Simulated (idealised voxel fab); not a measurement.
process module | voxel transistor to metal
cross-section cut | 250 nm wide | cells 5 nm
A cross-section is a grid of square cells, given in bands from the top down. A band is one or more rows of cells.
Each band's line starts with the height of the band's top and of its bottom, in nm. Then come its materials from left to right, each with its width in nm. One material with "throughout" fills the band from edge to edge. "air" is empty space.
Height 0 is the level under which the wafer as received is all one material. The lowest band goes on downwards, as in "0 down".
A width such as "30 to 40" changes by the same amount from each row of cells to the next, from the band's top row to its bottom row.
"no change" after a step means that no cell of the cross-section changed.
closed voids: empty space of 8 cells or more with no open way to the top, each as width x height at its distance from the left edge, in nm
after a step's settings: what the simulator itself notes on the step
overlay nm, on a step with a mask: how far to the right of its planned place the mask lay; to the left if negative
plan
1 op RECEIVE | material Si
2 op CONFORMAL_DEP | material SiO2 | thk nm 5
3 op CONFORMAL_DEP | material SiN | thk nm 10
4 op PATTERN | tone cover | mask id ACTIVE | material resist | width nm 95 | pitch nm 125 | thk nm 15 | overlay nm 0
5 op DIRECTIONAL_ETCH | etch materials SiN | depth nm 10
6 op DIRECTIONAL_ETCH | etch materials SiO2 | depth nm 5
7 op DIRECTIONAL_ETCH | etch materials Si | depth nm 25
8 op STRIP | etch materials resist
9 op FILL_DEP | material SiO2 | thk nm 5
10 op CMP | height nm 15
11 op SELECTIVE_ETCH | etch materials SiO2 | depth nm 5
12 op STRIP | etch materials SiN
13 op SELECTIVE_ETCH | etch materials SiO2 | depth nm 5
14 op OXIDIZE | depth nm 5
15 op DIRECTIONAL_DEP | material polySi | thk nm 25
16 op DIRECTIONAL_DEP | material SiCN | thk nm 15
17 op PATTERN | tone cover | mask id GATE | material resist | width nm 25 | pitch nm 125 | thk nm 20 | overlay nm 0
18 op DIRECTIONAL_ETCH | etch materials SiCN | depth nm 25
19 op DIRECTIONAL_ETCH | etch materials polySi | depth nm 35
20 op STRIP | etch materials resist
21 op CONFORMAL_DEP | material SiO2 | thk nm 5
22 op DIRECTIONAL_ETCH | etch materials SiO2 | depth nm 5
23 op CONFORMAL_DEP | material SiN | thk nm 10
24 op DIRECTIONAL_ETCH | etch materials SiN | depth nm 10
25 op DIRECTIONAL_ETCH | etch materials SiO2 | depth nm 5
26 op DIRECTIONAL_ETCH | etch materials Si | depth nm 5
27 op EPI | material pSi | thk nm 10
28 op FILL_DEP | material SiO2 | thk nm 10
29 op CMP | height nm 40
30 op DIRECTIONAL_DEP | material SiO2 | thk nm 15
31 op DIRECTIONAL_DEP | material aC | thk nm 10
32 op PATTERN | tone open | mask id CONTACT | material resist | width nm 25 | thk nm 25 | overlay nm 0
33 op DIRECTIONAL_ETCH | etch materials aC | depth nm 10
34 op STRIP | etch materials resist
35 op DIRECTIONAL_ETCH | etch materials SiO2 | depth nm 50
36 op STRIP | etch materials aC
37 op CONFORMAL_DEP | material TiN | thk nm 5
38 op FILL_DEP | material Ru | thk nm 5
39 op CMP | height nm 55
40 op DIRECTIONAL_DEP | material TiN | thk nm 5
41 op DIRECTIONAL_DEP | material Ru | thk nm 25
42 op MASKED_ETCH | tone cover | mask id METAL_1 | width nm 15 | etch materials Ru | depth nm 25 | overlay nm 0
43 op MASKED_ETCH | tone cover | mask id METAL_1 | width nm 15 | etch materials TiN | depth nm 5 | overlay nm 0
44 op CONFORMAL_DEP | material SiN | thk nm 5
45 op FILL_DEP | material lowk | thk nm 10
46 op CMP | height nm 85
47 op CONFORMAL_DEP | material SiCN | thk nm 5
48 op DIRECTIONAL_DEP | material lowk | thk nm 30
49 op MASKED_ETCH | tone open | mask id METAL_2 | width nm 15 | pitch nm 125 | etch materials lowk | depth nm 20 | overlay nm 0
50 op DIRECTIONAL_DEP | material aC | thk nm 15
51 op PATTERN | tone open | mask id METAL_2_HOLES | material resist | width nm 15 | pitch nm 125 | thk nm 30 | overlay nm 0
52 op DIRECTIONAL_ETCH | etch materials aC | depth nm 15
53 op STRIP | etch materials resist
54 op DIRECTIONAL_ETCH | etch materials lowk | depth nm 10
55 op DIRECTIONAL_ETCH | etch materials SiCN | depth nm 5
56 op STRIP | etch materials aC
57 op CONFORMAL_DEP | material TiN | thk nm 5
58 op FILL_DEP | material Ru | thk nm 5
59 op CMP | height nm 120
60 op CONFORMAL_DEP | material SiN | thk nm 5
first wafer, as planned
as received, after step 1
  0 down: Si throughout
  closed voids: none
after step 2
  5 to 0: SiO2 throughout
  below 0: unchanged
after step 3
  15 to 5: SiN throughout
  below 5: unchanged
after step 4
  30 to 15: air 15 | resist 95 | air 30 | resist 95 | air 15
  below 15: unchanged
after step 5
  30 to 15: air 15 | resist 95 | air 30 | resist 95 | air 15
  15 to 5: air 15 | SiN 95 | air 30 | SiN 95 | air 15
  below 5: unchanged
after step 6
  30 to 15: air 15 | resist 95 | air 30 | resist 95 | air 15
  15 to 5: air 15 | SiN 95 | air 30 | SiN 95 | air 15
  5 to 0: air 15 | SiO2 95 | air 30 | SiO2 95 | air 15
  below 0: unchanged
after step 7
  30 to 15: air 15 | resist 95 | air 30 | resist 95 | air 15
  15 to 5: air 15 | SiN 95 | air 30 | SiN 95 | air 15
  5 to 0: air 15 | SiO2 95 | air 30 | SiO2 95 | air 15
  0 to -25: air 15 | Si 95 | air 30 | Si 95 | air 15
  below -25: unchanged
after step 8
  15 to 5: air 15 | SiN 95 | air 30 | SiN 95 | air 15
  below 5: unchanged
after step 9
  20 to 15: SiO2 throughout
  15 to 5: SiO2 15 | SiN 95 | SiO2 30 | SiN 95 | SiO2 15
  5 to 0: SiO2 throughout
  0 to -25: SiO2 15 | Si 95 | SiO2 30 | Si 95 | SiO2 15
  below -25: unchanged
after step 10
  15 to 5: SiO2 15 | SiN 95 | SiO2 30 | SiN 95 | SiO2 15
  below 5: unchanged
after step 11
  15 to 10: air 15 | SiN 95 | air 30 | SiN 95 | air 15
  below 10: unchanged
after step 12
  10 to 5: SiO2 15 | air 95 | SiO2 30 | air 95 | SiO2 15
  below 5: unchanged
after step 13
  5 to 0: SiO2 10 | air 105 | SiO2 20 | air 105 | SiO2 10
  below 0: unchanged
after step 14
  5 to 0: SiO2 10 | air 105 | SiO2 20 | air 105 | SiO2 10
  0 to -5: SiO2 throughout
  below -5: unchanged
after step 15
  30 to 25: polySi 10 | air 105 | polySi 20 | air 105 | polySi 10
  25 to 5: polySi throughout
  5 to 0: SiO2 10 | polySi 105 | SiO2 20 | polySi 105 | SiO2 10
  below 0: unchanged
after step 16
  45 to 40: SiCN 10 | air 105 | SiCN 20 | air 105 | SiCN 10
  40 to 30: SiCN throughout
  30 to 25: polySi 10 | SiCN 105 | polySi 20 | SiCN 105 | polySi 10
  below 25: unchanged
after step 17
  65 to 45: air 50 | resist 25 | air 100 | resist 25 | air 50
  45 to 40: SiCN 10 | air 40 | resist 25 | air 40 | SiCN 20 | air 40 | resist 25 | air 40 | SiCN 10
  below 40: unchanged
after step 18
  65 to 40: air 50 | resist 25 | air 100 | resist 25 | air 50
  40 to 30: air 50 | SiCN 25 | air 100 | SiCN 25 | air 50
  30 to 25: polySi 10 | air 40 | SiCN 25 | air 40 | polySi 20 | air 40 | SiCN 25 | air 40 | polySi 10
  below 25: unchanged
after step 19
  65 to 40: air 50 | resist 25 | air 100 | resist 25 | air 50
  40 to 25: air 50 | SiCN 25 | air 100 | SiCN 25 | air 50
  25 to 5: air 50 | polySi 25 | air 100 | polySi 25 | air 50
  5 to 0: SiO2 10 | air 40 | polySi 25 | air 40 | SiO2 20 | air 40 | polySi 25 | air 40 | SiO2 10
  below 0: unchanged
after step 20
  40 to 25: air 50 | SiCN 25 | air 100 | SiCN 25 | air 50
  below 25: unchanged
after step 21
  45 to 40: air 45 | SiO2 35 | air 90 | SiO2 35 | air 45
  40 to 25: air 45 | SiO2 5 | SiCN 25 | SiO2 5 | air 90 | SiO2 5 | SiCN 25 | SiO2 5 | air 45
  25 to 10: air 45 | SiO2 5 | polySi 25 | SiO2 5 | air 90 | SiO2 5 | polySi 25 | SiO2 5 | air 45
  10 to 5: SiO2 15 | air 30 | SiO2 5 | polySi 25 | SiO2 5 | air 30 | SiO2 30 | air 30 | SiO2 5 | polySi 25 | SiO2 5 | air 30 | SiO2 15
  5 to 0: SiO2 50 | polySi 25 | SiO2 100 | polySi 25 | SiO2 50
  below 0: unchanged
after step 22
  40 to 25: air 45 | SiO2 5 | SiCN 25 | SiO2 5 | air 90 | SiO2 5 | SiCN 25 | SiO2 5 | air 45
  25 to 5: air 45 | SiO2 5 | polySi 25 | SiO2 5 | air 90 | SiO2 5 | polySi 25 | SiO2 5 | air 45
  5 to 0: SiO2 15 | air 30 | SiO2 5 | polySi 25 | SiO2 5 | air 30 | SiO2 30 | air 30 | SiO2 5 | polySi 25 | SiO2 5 | air 30 | SiO2 15
  below 0: unchanged
after step 23
  50 to 40: air 35 | SiN 55 | air 70 | SiN 55 | air 35
  40 to 25: air 35 | SiN 10 | SiO2 5 | SiCN 25 | SiO2 5 | SiN 10 | air 70 | SiN 10 | SiO2 5 | SiCN 25 | SiO2 5 | SiN 10 | air 35
  25 to 15: air 35 | SiN 10 | SiO2 5 | polySi 25 | SiO2 5 | SiN 10 | air 70 | SiN 10 | SiO2 5 | polySi 25 | SiO2 5 | SiN 10 | air 35
  15 to 10: SiN 25 | air 10 | SiN 10 | SiO2 5 | polySi 25 | SiO2 5 | SiN 10 | air 10 | SiN 50 | air 10 | SiN 10 | SiO2 5 | polySi 25 | SiO2 5 | SiN 10 | air 10 | SiN 25
  10 to 5: SiN 45 | SiO2 5 | polySi 25 | SiO2 5 | SiN 90 | SiO2 5 | polySi 25 | SiO2 5 | SiN 45
  5 to 0: SiO2 15 | SiN 30 | SiO2 5 | polySi 25 | SiO2 5 | SiN 30 | SiO2 30 | SiN 30 | SiO2 5 | polySi 25 | SiO2 5 | SiN 30 | SiO2 15
  below 0: unchanged
after step 24
  40 to 25: air 35 | SiN 10 | SiO2 5 | SiCN 25 | SiO2 5 | SiN 10 | air 70 | SiN 10 | SiO2 5 | SiCN 25 | SiO2 5 | SiN 10 | air 35
  25 to 5: air 35 | SiN 10 | SiO2 5 | polySi 25 | SiO2 5 | SiN 10 | air 70 | SiN 10 | SiO2 5 | polySi 25 | SiO2 5 | SiN 10 | air 35
  5 to 0: SiO2 15 | SiN 10 | air 10 | SiN 10 | SiO2 5 | polySi 25 | SiO2 5 | SiN 10 | air 10 | SiN 10 | SiO2 30 | SiN 10 | air 10 | SiN 10 | SiO2 5 | polySi 25 | SiO2 5 | SiN 10 | air 10 | SiN 10 | SiO2 15
  below 0: unchanged
after step 25
  40 to 35: air 35 | SiN 10 | air 5 | SiCN 25 | air 5 | SiN 10 | air 70 | SiN 10 | air 5 | SiCN 25 | air 5 | SiN 10 | air 35
  35 to 25: air 35 | SiN 10 | SiO2 5 | SiCN 25 | SiO2 5 | SiN 10 | air 70 | SiN 10 | SiO2 5 | SiCN 25 | SiO2 5 | SiN 10 | air 35
  25 to 5: air 35 | SiN 10 | SiO2 5 | polySi 25 | SiO2 5 | SiN 10 | air 70 | SiN 10 | SiO2 5 | polySi 25 | SiO2 5 | SiN 10 | air 35
  5 to 0: air 15 | SiN 10 | air 10 | SiN 10 | SiO2 5 | polySi 25 | SiO2 5 | SiN 10 | air 10 | SiN 10 | air 30 | SiN 10 | air 10 | SiN 10 | SiO2 5 | polySi 25 | SiO2 5 | SiN 10 | air 10 | SiN 10 | air 15
  0 to -5: SiO2 25 | air 10 | SiO2 55 | air 10 | SiO2 50 | air 10 | SiO2 55 | air 10 | SiO2 25
  below -5: unchanged
after step 26
  40 to 35: air 35 | SiN 10 | air 5 | SiCN 25 | air 5 | SiN 10 | air 70 | SiN 10 | air 5 | SiCN 25 | air 5 | SiN 10 | air 35
  35 to 25: air 35 | SiN 10 | SiO2 5 | SiCN 25 | SiO2 5 | SiN 10 | air 70 | SiN 10 | SiO2 5 | SiCN 25 | SiO2 5 | SiN 10 | air 35
  25 to 5: air 35 | SiN 10 | SiO2 5 | polySi 25 | SiO2 5 | SiN 10 | air 70 | SiN 10 | SiO2 5 | polySi 25 | SiO2 5 | SiN 10 | air 35
  5 to 0: air 15 | SiN 10 | air 10 | SiN 10 | SiO2 5 | polySi 25 | SiO2 5 | SiN 10 | air 10 | SiN 10 | air 30 | SiN 10 | air 10 | SiN 10 | SiO2 5 | polySi 25 | SiO2 5 | SiN 10 | air 10 | SiN 10 | air 15
  0 to -5: SiO2 25 | air 10 | SiO2 55 | air 10 | SiO2 50 | air 10 | SiO2 55 | air 10 | SiO2 25
  -5 to -10: SiO2 15 | Si 10 | air 10 | Si 55 | air 10 | Si 10 | SiO2 30 | Si 10 | air 10 | Si 55 | air 10 | Si 10 | SiO2 15
  below -10: unchanged
after step 27
  40 to 35: air 35 | SiN 10 | air 5 | SiCN 25 | air 5 | SiN 10 | air 70 | SiN 10 | air 5 | SiCN 25 | air 5 | SiN 10 | air 35
  35 to 25: air 35 | SiN 10 | SiO2 5 | SiCN 25 | SiO2 5 | SiN 10 | air 70 | SiN 10 | SiO2 5 | SiCN 25 | SiO2 5 | SiN 10 | air 35
  25 to 5: air 35 | SiN 10 | SiO2 5 | polySi 25 | SiO2 5 | SiN 10 | air 70 | SiN 10 | SiO2 5 | polySi 25 | SiO2 5 | SiN 10 | air 35
  5 to 0: air 15 | SiN 10 | pSi 10 | SiN 10 | SiO2 5 | polySi 25 | SiO2 5 | SiN 10 | pSi 10 | SiN 10 | air 30 | SiN 10 | pSi 10 | SiN 10 | SiO2 5 | polySi 25 | SiO2 5 | SiN 10 | pSi 10 | SiN 10 | air 15
  0 to -5: SiO2 25 | pSi 10 | SiO2 55 | pSi 10 | SiO2 50 | pSi 10 | SiO2 55 | pSi 10 | SiO2 25
  -5 to -10: SiO2 15 | Si 10 | pSi 10 | Si 55 | pSi 10 | Si 10 | SiO2 30 | Si 10 | pSi 10 | Si 55 | pSi 10 | Si 10 | SiO2 15
  below -10: unchanged
after step 28
  50 to 40: SiO2 throughout
  40 to 25: SiO2 35 | SiN 10 | SiO2 5 | SiCN 25 | SiO2 5 | SiN 10 | SiO2 70 | SiN 10 | SiO2 5 | SiCN 25 | SiO2 5 | SiN 10 | SiO2 35
  25 to 5: SiO2 35 | SiN 10 | SiO2 5 | polySi 25 | SiO2 5 | SiN 10 | SiO2 70 | SiN 10 | SiO2 5 | polySi 25 | SiO2 5 | SiN 10 | SiO2 35
  5 to 0: SiO2 15 | SiN 10 | pSi 10 | SiN 10 | SiO2 5 | polySi 25 | SiO2 5 | SiN 10 | pSi 10 | SiN 10 | SiO2 30 | SiN 10 | pSi 10 | SiN 10 | SiO2 5 | polySi 25 | SiO2 5 | SiN 10 | pSi 10 | SiN 10 | SiO2 15
  below 0: unchanged
after step 29
  40 to 25: SiO2 35 | SiN 10 | SiO2 5 | SiCN 25 | SiO2 5 | SiN 10 | SiO2 70 | SiN 10 | SiO2 5 | SiCN 25 | SiO2 5 | SiN 10 | SiO2 35
  below 25: unchanged
after step 30
  55 to 40: SiO2 throughout
  below 40: unchanged
after step 31
  65 to 55: aC throughout
  below 55: unchanged
after step 32
  90 to 65: resist 20 | air 25 | resist 35 | air 25 | resist 40 | air 25 | resist 35 | air 25 | resist 20
  below 65: unchanged
after step 33
  80 to 65: resist 20 | air 25 | resist 35 | air 25 | resist 40 | air 25 | resist 35 | air 25 | resist 20
  65 to 55: aC 20 | air 25 | aC 35 | air 25 | aC 40 | air 25 | aC 35 | air 25 | aC 20
  below 55: unchanged
after step 34
  65 to 55: aC 20 | air 25 | aC 35 | air 25 | aC 40 | air 25 | aC 35 | air 25 | aC 20
  below 55: unchanged
after step 35
  65 to 55: aC 20 | air 25 | aC 35 | air 25 | aC 40 | air 25 | aC 35 | air 25 | aC 20
  55 to 40: SiO2 20 | air 25 | SiO2 35 | air 25 | SiO2 40 | air 25 | SiO2 35 | air 25 | SiO2 20
  40 to 25: SiO2 20 | air 15 | SiN 10 | SiO2 5 | SiCN 25 | SiO2 5 | SiN 10 | air 15 | SiO2 40 | air 15 | SiN 10 | SiO2 5 | SiCN 25 | SiO2 5 | SiN 10 | air 15 | SiO2 20
  25 to 5: SiO2 20 | air 15 | SiN 10 | SiO2 5 | polySi 25 | SiO2 5 | SiN 10 | air 15 | SiO2 40 | air 15 | SiN 10 | SiO2 5 | polySi 25 | SiO2 5 | SiN 10 | air 15 | SiO2 20
  below 5: unchanged
after step 36
  55 to 40: SiO2 20 | air 25 | SiO2 35 | air 25 | SiO2 40 | air 25 | SiO2 35 | air 25 | SiO2 20
  below 40: unchanged
after step 37
  60 to 55: TiN 25 | air 15 | TiN 45 | air 15 | TiN 50 | air 15 | TiN 45 | air 15 | TiN 25
  55 to 45: SiO2 20 | TiN 5 | air 15 | TiN 5 | SiO2 35 | TiN 5 | air 15 | TiN 5 | SiO2 40 | TiN 5 | air 15 | TiN 5 | SiO2 35 | TiN 5 | air 15 | TiN 5 | SiO2 20
  45 to 40: SiO2 20 | TiN 5 | air 5 | TiN 15 | SiO2 35 | TiN 15 | air 5 | TiN 5 | SiO2 40 | TiN 5 | air 5 | TiN 15 | SiO2 35 | TiN 15 | air 5 | TiN 5 | SiO2 20
  40 to 25: SiO2 20 | TiN 5 | air 5 | TiN 5 | SiN 10 | SiO2 5 | SiCN 25 | SiO2 5 | SiN 10 | TiN 5 | air 5 | TiN 5 | SiO2 40 | TiN 5 | air 5 | TiN 5 | SiN 10 | SiO2 5 | SiCN 25 | SiO2 5 | SiN 10 | TiN 5 | air 5 | TiN 5 | SiO2 20
  25 to 10: SiO2 20 | TiN 5 | air 5 | TiN 5 | SiN 10 | SiO2 5 | polySi 25 | SiO2 5 | SiN 10 | TiN 5 | air 5 | TiN 5 | SiO2 40 | TiN 5 | air 5 | TiN 5 | SiN 10 | SiO2 5 | polySi 25 | SiO2 5 | SiN 10 | TiN 5 | air 5 | TiN 5 | SiO2 20
  10 to 5: SiO2 20 | TiN 15 | SiN 10 | SiO2 5 | polySi 25 | SiO2 5 | SiN 10 | TiN 15 | SiO2 40 | TiN 15 | SiN 10 | SiO2 5 | polySi 25 | SiO2 5 | SiN 10 | TiN 15 | SiO2 20
  below 5: unchanged
after step 38
  65 to 60: Ru throughout
  60 to 55: TiN 25 | Ru 15 | TiN 45 | Ru 15 | TiN 50 | Ru 15 | TiN 45 | Ru 15 | TiN 25
  55 to 45: SiO2 20 | TiN 5 | Ru 15 | TiN 5 | SiO2 35 | TiN 5 | Ru 15 | TiN 5 | SiO2 40 | TiN 5 | Ru 15 | TiN 5 | SiO2 35 | TiN 5 | Ru 15 | TiN 5 | SiO2 20
  45 to 40: SiO2 20 | TiN 5 | Ru 5 | TiN 15 | SiO2 35 | TiN 15 | Ru 5 | TiN 5 | SiO2 40 | TiN 5 | Ru 5 | TiN 15 | SiO2 35 | TiN 15 | Ru 5 | TiN 5 | SiO2 20
  40 to 25: SiO2 20 | TiN 5 | Ru 5 | TiN 5 | SiN 10 | SiO2 5 | SiCN 25 | SiO2 5 | SiN 10 | TiN 5 | Ru 5 | TiN 5 | SiO2 40 | TiN 5 | Ru 5 | TiN 5 | SiN 10 | SiO2 5 | SiCN 25 | SiO2 5 | SiN 10 | TiN 5 | Ru 5 | TiN 5 | SiO2 20
  25 to 10: SiO2 20 | TiN 5 | Ru 5 | TiN 5 | SiN 10 | SiO2 5 | polySi 25 | SiO2 5 | SiN 10 | TiN 5 | Ru 5 | TiN 5 | SiO2 40 | TiN 5 | Ru 5 | TiN 5 | SiN 10 | SiO2 5 | polySi 25 | SiO2 5 | SiN 10 | TiN 5 | Ru 5 | TiN 5 | SiO2 20
  below 10: unchanged
after step 39
  55 to 45: SiO2 20 | TiN 5 | Ru 15 | TiN 5 | SiO2 35 | TiN 5 | Ru 15 | TiN 5 | SiO2 40 | TiN 5 | Ru 15 | TiN 5 | SiO2 35 | TiN 5 | Ru 15 | TiN 5 | SiO2 20
  below 45: unchanged
after step 40
  60 to 55: TiN throughout
  below 55: unchanged
after step 41
  85 to 60: Ru throughout
  below 60: unchanged
after step 42
  85 to 60: air 20 | Ru 15 | air 55 | Ru 15 | air 40 | Ru 15 | air 55 | Ru 15 | air 20
  below 60: unchanged
after step 43
  85 to 60: air 20 | Ru 15 | air 55 | Ru 15 | air 40 | Ru 15 | air 55 | Ru 15 | air 20
  60 to 55: air 20 | TiN 15 | air 55 | TiN 15 | air 40 | TiN 15 | air 55 | TiN 15 | air 20
  below 55: unchanged
after step 44
  90 to 85: air 15 | SiN 25 | air 45 | SiN 25 | air 30 | SiN 25 | air 45 | SiN 25 | air 15
  85 to 60: air 15 | SiN 5 | Ru 15 | SiN 5 | air 45 | SiN 5 | Ru 15 | SiN 5 | air 30 | SiN 5 | Ru 15 | SiN 5 | air 45 | SiN 5 | Ru 15 | SiN 5 | air 15
  60 to 55: SiN 20 | TiN 15 | SiN 55 | TiN 15 | SiN 40 | TiN 15 | SiN 55 | TiN 15 | SiN 20
  below 55: unchanged
after step 45
  100 to 90: lowk throughout
  90 to 85: lowk 15 | SiN 25 | lowk 45 | SiN 25 | lowk 30 | SiN 25 | lowk 45 | SiN 25 | lowk 15
  85 to 60: lowk 15 | SiN 5 | Ru 15 | SiN 5 | lowk 45 | SiN 5 | Ru 15 | SiN 5 | lowk 30 | SiN 5 | Ru 15 | SiN 5 | lowk 45 | SiN 5 | Ru 15 | SiN 5 | lowk 15
  below 60: unchanged
after step 46
  85 to 60: lowk 15 | SiN 5 | Ru 15 | SiN 5 | lowk 45 | SiN 5 | Ru 15 | SiN 5 | lowk 30 | SiN 5 | Ru 15 | SiN 5 | lowk 45 | SiN 5 | Ru 15 | SiN 5 | lowk 15
  below 60: unchanged
after step 47
  90 to 85: SiCN throughout
  below 85: unchanged
after step 48
  120 to 90: lowk throughout
  below 90: unchanged
after step 49
  120 to 100: lowk 20 | air 15 | lowk 110 | air 15 | lowk 90
  below 100: unchanged
after step 50
  135 to 120: aC 20 | air 15 | aC 110 | air 15 | aC 90
  120 to 115: lowk 20 | air 15 | lowk 110 | air 15 | lowk 90
  115 to 100: lowk 20 | aC 15 | lowk 110 | aC 15 | lowk 90
  below 100: unchanged
after step 51
  165 to 135: resist 20 | air 15 | resist 110 | air 15 | resist 90
  below 135: unchanged
after step 52
  150 to 135: resist 20 | air 15 | resist 110 | air 15 | resist 90
  135 to 120: aC 20 | air 15 | aC 110 | air 15 | aC 90
  120 to 100: lowk 20 | air 15 | lowk 110 | air 15 | lowk 90
  below 100: unchanged
after step 53
  135 to 120: aC 20 | air 15 | aC 110 | air 15 | aC 90
  below 120: unchanged
after step 54
  135 to 120: aC 20 | air 15 | aC 110 | air 15 | aC 90
  120 to 90: lowk 20 | air 15 | lowk 110 | air 15 | lowk 90
  below 90: unchanged
after step 55
  135 to 120: aC 20 | air 15 | aC 110 | air 15 | aC 90
  120 to 90: lowk 20 | air 15 | lowk 110 | air 15 | lowk 90
  90 to 85: SiCN 20 | air 15 | SiCN 110 | air 15 | SiCN 90
  below 85: unchanged
after step 56
  120 to 90: lowk 20 | air 15 | lowk 110 | air 15 | lowk 90
  below 90: unchanged
after step 57
  125 to 120: TiN 25 | air 5 | TiN 120 | air 5 | TiN 95
  120 to 90: lowk 20 | TiN 5 | air 5 | TiN 5 | lowk 110 | TiN 5 | air 5 | TiN 5 | lowk 90
  90 to 85: SiCN 20 | TiN 15 | SiCN 110 | TiN 15 | SiCN 90
  below 85: unchanged
after step 58
  130 to 125: Ru throughout
  125 to 120: TiN 25 | Ru 5 | TiN 120 | Ru 5 | TiN 95
  120 to 90: lowk 20 | TiN 5 | Ru 5 | TiN 5 | lowk 110 | TiN 5 | Ru 5 | TiN 5 | lowk 90
  below 90: unchanged
after step 59
  120 to 90: lowk 20 | TiN 5 | Ru 5 | TiN 5 | lowk 110 | TiN 5 | Ru 5 | TiN 5 | lowk 90
  below 90: unchanged
after step 60
  125 to 120: SiN throughout
  below 120: unchanged
second wafer: like start, like plan, one mistake. Through step 48 it matches the first wafer
when step 49 should have ended
  120 to 100: lowk 25 | air 15 | lowk 110 | air 15 | lowk 85
  below 100: unchanged
when step 50 should have ended
  135 to 120: aC 25 | air 15 | aC 110 | air 15 | aC 85
  120 to 115: lowk 25 | air 15 | lowk 110 | air 15 | lowk 85
  115 to 100: lowk 25 | aC 15 | lowk 110 | aC 15 | lowk 85
  below 100: unchanged
when step 51 should have ended
  165 to 135: resist 20 | air 15 | resist 110 | air 15 | resist 90
  135 to 120: aC 25 | air 10 | resist 5 | aC 110 | air 10 | resist 5 | aC 85
  120 to 115: lowk 25 | air 10 | resist 5 | lowk 110 | air 10 | resist 5 | lowk 85
  below 115: unchanged
when step 52 should have ended
  150 to 135: resist 20 | air 15 | resist 110 | air 15 | resist 90
  135 to 120: aC 20 | air 15 | resist 5 | aC 105 | air 15 | resist 5 | aC 85
  120 to 115: lowk 25 | air 10 | resist 5 | lowk 110 | air 10 | resist 5 | lowk 85
  115 to 100: lowk 25 | air 10 | aC 5 | lowk 110 | air 10 | aC 5 | lowk 85
  below 100: unchanged
when step 53 should have ended
  135 to 120: aC 20 | air 20 | aC 105 | air 20 | aC 85
  120 to 115: lowk 25 | air 15 | lowk 110 | air 15 | lowk 85
  below 115: unchanged
when step 54 should have ended
  135 to 120: aC 20 | air 20 | aC 105 | air 20 | aC 85
  120 to 115: lowk 20 | air 20 | lowk 105 | air 20 | lowk 85
  115 to 110: lowk 20 | air 15 | aC 5 | lowk 105 | air 15 | aC 5 | lowk 85
  110 to 100: lowk 25 | air 10 | aC 5 | lowk 110 | air 10 | aC 5 | lowk 85
  100 to 90: lowk 25 | air 10 | lowk 115 | air 10 | lowk 90
  below 90: unchanged
when step 55 should have ended
  135 to 120: aC 20 | air 20 | aC 105 | air 20 | aC 85
  120 to 115: lowk 20 | air 20 | lowk 105 | air 20 | lowk 85
  115 to 110: lowk 20 | air 15 | aC 5 | lowk 105 | air 15 | aC 5 | lowk 85
  110 to 100: lowk 25 | air 10 | aC 5 | lowk 110 | air 10 | aC 5 | lowk 85
  100 to 90: lowk 25 | air 10 | lowk 115 | air 10 | lowk 90
  90 to 85: SiCN 25 | air 10 | SiCN 115 | air 10 | SiCN 90
  below 85: unchanged
when step 56 should have ended
  120 to 110: lowk 20 | air 20 | lowk 105 | air 20 | lowk 85
  110 to 100: lowk 25 | air 15 | lowk 110 | air 15 | lowk 85
  below 100: unchanged
when step 57 should have ended
  125 to 120: TiN 25 | air 10 | TiN 115 | air 10 | TiN 90
  120 to 110: lowk 20 | TiN 5 to 10 | air 10 to 5 | TiN 5 | lowk 105 | TiN 5 to 10 | air 10 to 5 | TiN 5 | lowk 85
  110 to 105: lowk 25 | TiN 5 | air 5 | TiN 5 | lowk 110 | TiN 5 | air 5 | TiN 5 | lowk 85
  105 to 100: lowk 25 | TiN 15 | lowk 110 | TiN 15 | lowk 85
  100 to 90: lowk 25 | TiN 10 | lowk 115 | TiN 10 | lowk 90
  90 to 85: SiCN 25 | TiN 10 | SiCN 115 | TiN 10 | SiCN 90
  below 85: unchanged
when step 58 should have ended
  130 to 125: Ru throughout
  125 to 120: TiN 25 | Ru 10 | TiN 115 | Ru 10 | TiN 90
  120 to 110: lowk 20 | TiN 5 to 10 | Ru 10 to 5 | TiN 5 | lowk 105 | TiN 5 to 10 | Ru 10 to 5 | TiN 5 | lowk 85
  110 to 105: lowk 25 | TiN 5 | Ru 5 | TiN 5 | lowk 110 | TiN 5 | Ru 5 | TiN 5 | lowk 85
  below 105: unchanged
when step 59 should have ended
  120 to 110: lowk 20 | TiN 5 to 10 | Ru 10 to 5 | TiN 5 | lowk 105 | TiN 5 to 10 | Ru 10 to 5 | TiN 5 | lowk 85
  below 110: unchanged
when step 60 should have ended
  125 to 120: SiN throughout
  below 120: unchanged
what went wrong: step 49 ran as: op MASKED_ETCH | tone open | mask id METAL_2 | width nm 15 | pitch nm 125 | etch materials lowk | depth nm 20 | overlay nm 5
at the end the second wafer has, in cells: 4 fewer of Ru | 2 more of SiCN | 2 more of TiN
